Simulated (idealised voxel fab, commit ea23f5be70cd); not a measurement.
Process module under the name voxel ribs on slabs
Square cell edge 5 nm, section width 265 nm, ID cut.
Reading order for cross-sections: top band down to bottom band. Underlying form: a grid of square cells. Band size: one or more rows of cells. It is stipulated that each band's entry specify, in nanometres, the height of the top of the band and then that of its bottom, followed by the materials of the band in left-to-right sequence, each together with its width in nanometres. A single material marked by the word "edge to edge" is understood to fill the band from edge to edge; the word "empty" is understood to denote empty space. Basically, 0 is our baseline, since under it the wafer straight out of the box is all one material. The bottom band has no lower end and keeps on going down, so it looks like "0 and below". When a width is written as two numbers, as in "30->40", the first number is the width in the top row of cells of the band and the second is the width in its bottom row, and the width changes by the same amount from each row to the next. A step reported as "nothing was modified" is a step in which no cell of the cross-section changed. "Unvented internal voids": sealed empty spaces, 8 cells or more, no open way to top, listed width x height at distance, with distance from the left edge and width, height and distance in nm. That trailing text on a step's line, after the settings, is the simulator's own remark on the step. "overlay nm" denotes, for a step that has a mask, the displacement of the mask to the right of its planned place, with negative values corresponding to the left.

THESE ARE THE STEPS WE PLANNED FOR THE PROCESS
1,RECEIVE: material Si
2,DIRECTIONAL_DEP: material SiO2, thk nm 25
3,DIRECTIONAL_DEP: material polySi, thk nm 15
4,DIRECTIONAL_DEP: material aC, thk nm 15
5,PATTERN: tone cover, mask id RIB, material resist, width nm 20, thk nm 30, overlay nm 0
6,DIRECTIONAL_ETCH: etch materials aC, depth nm 15
7,STRIP: etch materials resist
8,DIRECTIONAL_ETCH: etch materials polySi, depth nm 5
9,STRIP: etch materials aC
10,DIRECTIONAL_DEP: material aC, thk nm 10
11,PATTERN: tone cover, mask id SLAB, material resist, width nm 50, thk nm 25, overlay nm 0
12,DIRECTIONAL_ETCH: etch materials aC, depth nm 10
13,STRIP: etch materials resist
14,DIRECTIONAL_ETCH: etch materials polySi, depth nm 10
15,STRIP: etch materials aC
16,FILL_DEP: material SiO2, thk nm 30
17,CMP: height nm 60
18,DIRECTIONAL_DEP: material W, thk nm 10
19,MASKED_ETCH: tone cover, mask id HEATER, width nm 30, etch materials W, depth nm 10, overlay nm 0
20,CONFORMAL_DEP: material SiO2, thk nm 10

THE FIRST OF THE TWO WAFERS, WHICH RAN AS PLANNED

SO THIS IS THE INCOMING WAFER IN CROSS-SECTION - IT'S ALREADY BEEN THROUGH STEP 1
- 0 and below | Si edge to edge
- Unvented internal voids: none

ONCE STEP 2 IS THROUGH, THE WAFER LOOKS LIKE THIS IN CROSS-SECTION
- 25 down to 0 | SiO2 edge to edge
- Nothing below the height 0 has changed.

ONCE STEP 3 IS THROUGH, THE WAFER LOOKS LIKE THIS IN CROSS-SECTION
- 40 down to 25 | polySi edge to edge
- Nothing below the height 25 has changed.

ONCE STEP 4 IS THROUGH, THE WAFER LOOKS LIKE THIS IN CROSS-SECTION
- 55 down to 40 | aC edge to edge
- Nothing below the height 40 has changed.

ONCE STEP 5 IS THROUGH, THE WAFER LOOKS LIKE THIS IN CROSS-SECTION
- 85 down to 55 | empty: 120, resist: 20, empty: 125
- Nothing below the height 55 has changed.

ONCE STEP 6 IS THROUGH, THE WAFER LOOKS LIKE THIS IN CROSS-SECTION
- 70 down to 55 | empty: 120, resist: 20, empty: 125
- 55 down to 40 | empty: 120, aC: 20, empty: 125
- Nothing below the height 40 has changed.

ONCE STEP 7 IS THROUGH, THE WAFER LOOKS LIKE THIS IN CROSS-SECTION
- 55 down to 40 | empty: 120, aC: 20, empty: 125
- Nothing below the height 40 has changed.

ONCE STEP 8 IS THROUGH, THE WAFER LOOKS LIKE THIS IN CROSS-SECTION
- 55 down to 40 | empty: 120, aC: 20, empty: 125
- 40 down to 35 | empty: 120, polySi: 20, empty: 125
- Nothing below the height 35 has changed.

ONCE STEP 9 IS THROUGH, THE WAFER LOOKS LIKE THIS IN CROSS-SECTION
- 40 down to 35 | empty: 120, polySi: 20, empty: 125
- Nothing below the height 35 has changed.

ONCE STEP 10 IS THROUGH, THE WAFER LOOKS LIKE THIS IN CROSS-SECTION
- 50 down to 45 | empty: 120, aC: 20, empty: 125
- 45 down to 40 | aC edge to edge
- 40 down to 35 | aC: 120, polySi: 20, aC: 125
- Nothing below the height 35 has changed.

ONCE STEP 11 IS THROUGH, THE WAFER LOOKS LIKE THIS IN CROSS-SECTION
- 75 down to 50 | empty: 105, resist: 50, empty: 110
- 50 down to 45 | empty: 105, resist: 15, aC: 20, resist: 15, empty: 110
- Nothing below the height 45 has changed.

ONCE STEP 12 IS THROUGH, THE WAFER LOOKS LIKE THIS IN CROSS-SECTION
- 65 down to 50 | empty: 105, resist: 50, empty: 110
- 50 down to 45 | empty: 105, resist: 15, aC: 20, resist: 15, empty: 110
- 45 down to 40 | empty: 105, aC: 50, empty: 110
- 40 down to 35 | empty: 105, aC: 15, polySi: 20, aC: 15, empty: 110
- Nothing below the height 35 has changed.

ONCE STEP 13 IS THROUGH, THE WAFER LOOKS LIKE THIS IN CROSS-SECTION
- 50 down to 40 | empty: 120->105, aC: 20->50, empty: 125->110
- Nothing below the height 40 has changed.

ONCE STEP 14 IS THROUGH, THE WAFER LOOKS LIKE THIS IN CROSS-SECTION
- 50 down to 40 | empty: 120->105, aC: 20->50, empty: 125->110
- 40 down to 35 | empty: 105, aC: 15, polySi: 20, aC: 15, empty: 110
- 35 down to 25 | empty: 105, polySi: 50, empty: 110
- Nothing below the height 25 has changed.

ONCE STEP 15 IS THROUGH, THE WAFER LOOKS LIKE THIS IN CROSS-SECTION
- 40 down to 35 | empty: 120, polySi: 20, empty: 125
- Nothing below the height 35 has changed.

ONCE STEP 16 IS THROUGH, THE WAFER LOOKS LIKE THIS IN CROSS-SECTION
- 70 down to 40 | SiO2 edge to edge
- 40 down to 35 | SiO2: 120, polySi: 20, SiO2: 125
- 35 down to 25 | SiO2: 105, polySi: 50, SiO2: 110
- Nothing below the height 25 has changed.

ONCE STEP 17 IS THROUGH, THE WAFER LOOKS LIKE THIS IN CROSS-SECTION
- 60 down to 40 | SiO2 edge to edge
- Nothing below the height 40 has changed.

ONCE STEP 18 IS THROUGH, THE WAFER LOOKS LIKE THIS IN CROSS-SECTION
- 70 down to 60 | W edge to edge
- Nothing below the height 60 has changed.

ONCE STEP 19 IS THROUGH, THE WAFER LOOKS LIKE THIS IN CROSS-SECTION
- 70 down to 60 | empty: 115, W: 30, empty: 120
- Nothing below the height 60 has changed.

ONCE STEP 20 IS THROUGH, THE WAFER LOOKS LIKE THIS IN CROSS-SECTION
- 80 down to 70 | empty: 105, SiO2: 50, empty: 110
- 70 down to 60 | SiO2: 115, W: 30, SiO2: 120
- Nothing below the height 60 has changed.

SECOND WAFER: LIKE START, LIKE PLAN, ONE MISTAKE. THROUGH STEP 2 IT MATCHES THE FIRST WAFER

CROSS-SECTION, SECOND WAFER, AT THE END TIME THE PLAN GIVES FOR STEP 3
- 55 down to 25 | polySi edge to edge
- Nothing below the height 25 has changed.

CROSS-SECTION, SECOND WAFER, AT THE END TIME THE PLAN GIVES FOR STEP 4
- 70 down to 55 | aC edge to edge
- Nothing below the height 55 has changed.

CROSS-SECTION, SECOND WAFER, AT THE END TIME THE PLAN GIVES FOR STEP 5
- 100 down to 70 | empty: 120, resist: 20, empty: 125
- Nothing below the height 70 has changed.

CROSS-SECTION, SECOND WAFER, AT THE END TIME THE PLAN GIVES FOR STEP 6
- 85 down to 70 | empty: 120, resist: 20, empty: 125
- 70 down to 55 | empty: 120, aC: 20, empty: 125
- Nothing below the height 55 has changed.

CROSS-SECTION, SECOND WAFER, AT THE END TIME THE PLAN GIVES FOR STEP 7
- 70 down to 55 | empty: 120, aC: 20, empty: 125
- Nothing below the height 55 has changed.

CROSS-SECTION, SECOND WAFER, AT THE END TIME THE PLAN GIVES FOR STEP 8
- 70 down to 55 | empty: 120, aC: 20, empty: 125
- 55 down to 50 | empty: 120, polySi: 20, empty: 125
- Nothing below the height 50 has changed.

CROSS-SECTION, SECOND WAFER, AT THE END TIME THE PLAN GIVES FOR STEP 9
- 55 down to 50 | empty: 120, polySi: 20, empty: 125
- Nothing below the height 50 has changed.

CROSS-SECTION, SECOND WAFER, AT THE END TIME THE PLAN GIVES FOR STEP 10
- 65 down to 60 | empty: 120, aC: 20, empty: 125
- 60 down to 55 | aC edge to edge
- 55 down to 50 | aC: 120, polySi: 20, aC: 125
- Nothing below the height 50 has changed.

CROSS-SECTION, SECOND WAFER, AT THE END TIME THE PLAN GIVES FOR STEP 11
- 90 down to 65 | empty: 105, resist: 50, empty: 110
- 65 down to 60 | empty: 105, resist: 15, aC: 20, resist: 15, empty: 110
- Nothing below the height 60 has changed.

CROSS-SECTION, SECOND WAFER, AT THE END TIME THE PLAN GIVES FOR STEP 12
- 80 down to 65 | empty: 105, resist: 50, empty: 110
- 65 down to 60 | empty: 105, resist: 15, aC: 20, resist: 15, empty: 110
- 60 down to 55 | empty: 105, aC: 50, empty: 110
- 55 down to 50 | empty: 105, aC: 15, polySi: 20, aC: 15, empty: 110
- Nothing below the height 50 has changed.

CROSS-SECTION, SECOND WAFER, AT THE END TIME THE PLAN GIVES FOR STEP 13
- 65 down to 55 | empty: 120->105, aC: 20->50, empty: 125->110
- Nothing below the height 55 has changed.

CROSS-SECTION, SECOND WAFER, AT THE END TIME THE PLAN GIVES FOR STEP 14
- 65 down to 55 | empty: 120->105, aC: 20->50, empty: 125->110
- 55 down to 50 | empty: 105, aC: 15, polySi: 20, aC: 15, empty: 110
- 50 down to 40 | empty: 105, polySi: 50, empty: 110
- Nothing below the height 40 has changed.

CROSS-SECTION, SECOND WAFER, AT THE END TIME THE PLAN GIVES FOR STEP 15
- 55 down to 50 | empty: 120, polySi: 20, empty: 125
- Nothing below the height 50 has changed.

CROSS-SECTION, SECOND WAFER, AT THE END TIME THE PLAN GIVES FOR STEP 16
- 85 down to 55 | SiO2 edge to edge
- 55 down to 50 | SiO2: 120, polySi: 20, SiO2: 125
- 50 down to 40 | SiO2: 105, polySi: 50, SiO2: 110
- Nothing below the height 40 has changed.

CROSS-SECTION, SECOND WAFER, AT THE END TIME THE PLAN GIVES FOR STEP 17
- 60 down to 55 | SiO2 edge to edge
- Nothing below the height 55 has changed.

CROSS-SECTION, SECOND WAFER, AT THE END TIME THE PLAN GIVES FOR STEP 18
- 70 down to 60 | W edge to edge
- Nothing below the height 60 has changed.

CROSS-SECTION, SECOND WAFER, AT THE END TIME THE PLAN GIVES FOR STEP 19
- 70 down to 60 | empty: 115, W: 30, empty: 120
- Nothing below the height 60 has changed.

CROSS-SECTION, SECOND WAFER, AT THE END TIME THE PLAN GIVES FOR STEP 20
- 80 down to 70 | empty: 105, SiO2: 50, empty: 110
- 70 down to 60 | SiO2: 115, W: 30, SiO2: 120
- Nothing below the height 60 has changed.
Short version of what went wrong: twice over, step 3 of the plan was run
Cell-count delta at end, second wafer over first, by material: -159 SiO2 | +159 polySi
